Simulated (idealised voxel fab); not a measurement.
Proc. module: voxel ribs on slabs
Shown is cross-section cut, with a width of 195 nm and square cells of size 5 nm.
Cross-section, as written here: a square-cell grid given band by band from the top down, where a band holds one or more rows of cells.
This entry defines a band. It first specifies the height of the band's top and the height of its bottom in nm, and then specifies the band's materials from left to right, stating each material with its width in nm. The word "throughout" identifies a single material that fills the band from edge to edge, while the word "blank" identifies empty space.
Height 0 is the level under which the wafer as received is all one material. The lowest band goes on downwards, as in "0 nm and below".
You'd read "30..40" like this: the band's top row of cells is as wide as the first number, its bottom row is as wide as the second, and going down, every row changes width by the same amount as the row before did.
"remained unchanged" for a step: no cell of the cross-section changed in that step.
So "Voids, enclosed" is basically the list of trapped voids: any empty space of 8 cells or more that can't reach the top through an opening. They're written width x height at distance, the distance being from the left edge, and it's all nm.
The remark found on a step's line after its settings is issued by the simulator itself and pertains to that step.
Regarding "overlay nm": on a step with a mask, it is the distance the mask lay to the right of its planned place; a negative value places it to the left.

**Intended process steps**
1. RECEIVE | material Si
2. DIRECTIONAL_DEP | material SiO2 | thk nm 20
3. DIRECTIONAL_DEP | material polySi | thk nm 25
4. PATTERN | tone cover | mask id RIB | material resist | width nm 20 | thk nm 15 | overlay nm 0
5. DIRECTIONAL_ETCH | etch materials polySi | depth nm 15
6. STRIP | etch materials resist
7. DIRECTIONAL_DEP | material aC | thk nm 10
8. PATTERN | tone cover | mask id SLAB | material resist | width nm 80 | thk nm 25 | overlay nm 0
9. DIRECTIONAL_ETCH | etch materials aC | depth nm 10
10. STRIP | etch materials resist
11. DIRECTIONAL_ETCH | etch materials polySi | depth nm 10
12. STRIP | etch materials aC
13. FILL_DEP | material SiO2 | thk nm 20
14. CMP | height nm 60
15. DIRECTIONAL_DEP | material TiN | thk nm 5
16. PATTERN | tone cover | mask id HEATER | material resist | width nm 30 | thk nm 15 | overlay nm 0
17. DIRECTIONAL_ETCH | etch materials TiN | depth nm 5
18. STRIP | etch materials resist
19. CONFORMAL_DEP | material SiO2 | thk nm 10

**Received-state cross-section, reflecting completion of step 1**
> 0 nm and below = Si throughout
> Voids, enclosed: none

**Here's the cross-section of the first of our two wafers at the end of the module - it ran as planned**
> 75 nm to 70 nm = 70 of blank | 50 of SiO2 | 75 of blank
> 70 nm to 65 nm = SiO2 throughout
> 65 nm to 60 nm = 80 of SiO2 | 30 of TiN | 85 of SiO2
> 60 nm to 45 nm = SiO2 throughout
> 45 nm to 30 nm = 85 of SiO2 | 20 of polySi | 90 of SiO2
> 30 nm to 20 nm = 55 of SiO2 | 80 of polySi | 60 of SiO2
> 20 nm to 0 nm = SiO2 throughout
> 0 nm and below = Si throughout
> Voids, enclosed: none

**What the second wafer looks like in cross-section once the module is done. Its start and its plan matched the first wafer's exactly; what differed was one mistake in how it was run**
> 75 nm to 70 nm = 70 of blank | 50 of polySi | 75 of blank
> 70 nm to 65 nm = polySi throughout
> 65 nm to 60 nm = 80 of polySi | 30 of TiN | 85 of polySi
> 60 nm to 45 nm = SiO2 throughout
> 45 nm to 30 nm = 85 of SiO2 | 20 of polySi | 90 of SiO2
> 30 nm to 20 nm = 55 of SiO2 | 80 of polySi | 60 of SiO2
> 20 nm to 0 nm = SiO2 throughout
> 0 nm and below = Si throughout
> Voids, enclosed: none
Deviation from plan: rather than as planned, step 19 actually ran as CONFORMAL_DEP | material polySi | thk nm 10
Upon completion, the second wafer contains, in terms of cells, a greater or smaller amount of certain materials than the first wafer: -82 SiO2, +82 polySi
